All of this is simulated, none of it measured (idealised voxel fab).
process module | voxel tone inversion
cross-section cut | 180 nm wide | cells 5 nm
A cross-section is a grid of square cells, given in bands from the top down. A band is one or more rows of cells.
Each band's line starts with the height of the band's top and of its bottom, in nm. Then come its materials from left to right, each with its width in nm. One material with "throughout" fills the band from edge to edge. "air" is empty space.
Height 0 is the level under which the wafer as received is all one material. The lowest band goes on downwards, as in "0 down".
A width such as "30 to 40" changes by the same amount from each row of cells to the next, from the band's top row to its bottom row.
"no change" after a step means that no cell of the cross-section changed.
closed voids: empty space of 8 cells or more with no open way to the top, each as width x height at its distance from the left edge, in nm
after a step's settings: what the simulator itself notes on the step
overlay nm, on a step with a mask: how far to the right of its planned place the mask lay; to the left if negative
plan
1 op RECEIVE | material Si
2 op CONFORMAL_DEP | material SiN | thk nm 5
3 op DIRECTIONAL_DEP | material aC | thk nm 15
4 op PATTERN | tone cover | mask id POSTS | material resist | width nm 20 | pitch nm 35 | thk nm 25 | overlay nm 0
5 op DIRECTIONAL_ETCH | etch materials aC | depth nm 15
6 op STRIP | etch materials resist
7 op FILL_DEP | material SiO2 | thk nm 5
8 op CMP | height nm 20
9 op STRIP | etch materials aC
as received, after step 1
  0 down: Si throughout
  closed voids: none
a wafer at the end: this start, this plan, one mistake
  20 to 15: SiN throughout
  15 to 0: aC throughout
  0 down: Si throughout
  closed voids: none
what went wrong: steps 2 and 3 were swapped
